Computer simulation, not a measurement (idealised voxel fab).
process module | voxel released beams
cross-section cut | 250 nm wide | cells 5 nm
A cross-section is a grid of square cells, given in bands from the top down. A band is one or more rows of cells.
Each band's line starts with the height of the band's top and of its bottom, in nm. Then come its materials from left to right, each with its width in nm. One material with "throughout" fills the band from edge to edge. "air" is empty space.
Height 0 is the level under which the wafer as received is all one material. The lowest band goes on downwards, as in "0 down".
A width such as "30 to 40" changes by the same amount from each row of cells to the next, from the band's top row to its bottom row.
"no change" after a step means that no cell of the cross-section changed.
closed voids: empty space of 8 cells or more with no open way to the top, each as width x height at its distance from the left edge, in nm
after a step's settings: what the simulator itself notes on the step
overlay nm, on a step with a mask: how far to the right of its planned place the mask lay; to the left if negative
plan
1 op RECEIVE | material Si
2 op CONFORMAL_DEP | material Al2O3 | thk nm 5
3 op DIRECTIONAL_DEP | material SiO2 | thk nm 20
4 op PATTERN | tone open | mask id ANCHOR | material resist | width nm 45 | thk nm 15 | overlay nm 0
5 op DIRECTIONAL_ETCH | etch materials SiO2 | depth nm 20
6 op STRIP | etch materials resist
7 op CONFORMAL_DEP | material SiN | thk nm 15
8 op DIRECTIONAL_DEP | material aC | thk nm 10
9 op PATTERN | tone cover | mask id BEAM | material resist | width nm 105 | thk nm 30 | overlay nm 0
10 op DIRECTIONAL_ETCH | etch materials aC | depth nm 10
11 op STRIP | etch materials resist
12 op DIRECTIONAL_ETCH | etch materials SiN | depth nm 15
13 op STRIP | etch materials aC
14 op STRIP | etch materials SiO2
first wafer, as planned
as received, after step 1
  0 down: Si throughout
  closed voids: none
after step 2
  5 to 0: Al2O3 throughout
  below 0: unchanged
after step 3
  25 to 5: SiO2 throughout
  below 5: unchanged
after step 4
  40 to 25: resist 75 | air 45 | resist 130
  below 25: unchanged
after step 5
  40 to 25: resist 75 | air 45 | resist 130
  25 to 5: SiO2 75 | air 45 | SiO2 130
  below 5: unchanged
after step 6
  25 to 5: SiO2 75 | air 45 | SiO2 130
  below 5: unchanged
after step 7
  40 to 25: SiN 90 | air 15 | SiN 145
  25 to 20: SiO2 75 | SiN 15 | air 15 | SiN 15 | SiO2 130
  20 to 5: SiO2 75 | SiN 45 | SiO2 130
  below 5: unchanged
after step 8
  50 to 40: aC 90 | air 15 | aC 145
  40 to 30: SiN 90 | air 15 | SiN 145
  30 to 25: SiN 90 | aC 15 | SiN 145
  25 to 20: SiO2 75 | SiN 15 | aC 15 | SiN 15 | SiO2 130
  below 20: unchanged
after step 9
  80 to 50: air 70 | resist 105 | air 75
  50 to 40: aC 90 | resist 15 | aC 145
  40 to 30: SiN 90 | resist 15 | SiN 145
  below 30: unchanged
after step 10
  70 to 50: air 70 | resist 105 | air 75
  50 to 40: air 70 | aC 20 | resist 15 | aC 70 | air 75
  below 40: unchanged
after step 11
  50 to 40: air 70 | aC 20 | air 15 | aC 70 | air 75
  40 to 30: SiN 90 | air 15 | SiN 145
  below 30: unchanged
after step 12
  50 to 40: air 70 | aC 20 | air 15 | aC 70 | air 75
  40 to 30: air 70 | SiN 20 | air 15 | SiN 70 | air 75
  30 to 25: air 70 | SiN 20 | aC 15 | SiN 70 | air 75
  below 25: unchanged
after step 13
  40 to 25: air 70 | SiN 20 | air 15 | SiN 70 | air 75
  25 to 20: SiO2 75 | SiN 15 | air 15 | SiN 15 | SiO2 130
  below 20: unchanged
after step 14
  40 to 25: air 70 | SiN 20 | air 15 | SiN 70 | air 75
  25 to 20: air 75 | SiN 15 | air 15 | SiN 15 | air 130
  20 to 5: air 75 | SiN 45 | air 130
  below 5: unchanged
second wafer: like start, like plan, one mistake. Through step 3 it matches the first wafer
when step 4 should have ended
  40 to 25: air 75 | resist 45 | air 130
  below 25: unchanged
when step 5 should have ended
  40 to 25: air 75 | resist 45 | air 130
  25 to 5: air 75 | SiO2 45 | air 130
  below 5: unchanged
when step 6 should have ended
  25 to 5: air 75 | SiO2 45 | air 130
  below 5: unchanged
when step 7 should have ended
  40 to 25: air 60 | SiN 75 | air 115
  25 to 20: air 60 | SiN 15 | SiO2 45 | SiN 15 | air 115
  20 to 5: SiN 75 | SiO2 45 | SiN 130
  below 5: unchanged
when step 8 should have ended
  50 to 40: air 60 | aC 75 | air 115
  40 to 30: air 60 | SiN 75 | air 115
  30 to 25: aC 60 | SiN 75 | aC 115
  25 to 20: aC 60 | SiN 15 | SiO2 45 | SiN 15 | aC 115
  below 20: unchanged
when step 9 should have ended
  80 to 50: air 70 | resist 105 | air 75
  50 to 40: air 60 | aC 75 | resist 40 | air 75
  40 to 30: air 60 | SiN 75 | resist 40 | air 75
  below 30: unchanged
when step 10 should have ended
  70 to 50: air 70 | resist 105 | air 75
  50 to 40: air 70 | aC 65 | resist 40 | air 75
  40 to 30: air 60 | SiN 75 | resist 40 | air 75
  30 to 25: air 60 | SiN 75 | aC 40 | air 75
  25 to 20: air 60 | SiN 15 | SiO2 45 | SiN 15 | aC 40 | air 75
  below 20: unchanged
when step 11 should have ended
  50 to 40: air 70 | aC 65 | air 115
  40 to 30: air 60 | SiN 75 | air 115
  below 30: unchanged
when step 12 should have ended
  50 to 40: air 70 | aC 65 | air 115
  40 to 30: air 70 | SiN 65 | air 115
  30 to 25: air 70 | SiN 65 | aC 40 | air 75
  25 to 20: air 60 | SiN 15 | SiO2 45 | SiN 15 | aC 40 | air 75
  20 to 5: air 60 | SiN 15 | SiO2 45 | SiN 55 | air 75
  below 5: unchanged
when step 13 should have ended
  40 to 25: air 70 | SiN 65 | air 115
  25 to 20: air 60 | SiN 15 | SiO2 45 | SiN 15 | air 115
  below 20: unchanged
when step 14 should have ended: no change
what went wrong: step 4 ran as: op PATTERN | tone cover | mask id ANCHOR | material resist | width nm 45 | thk nm 15 | overlay nm 0
at the end the second wafer has, in cells: 36 more of SiO2
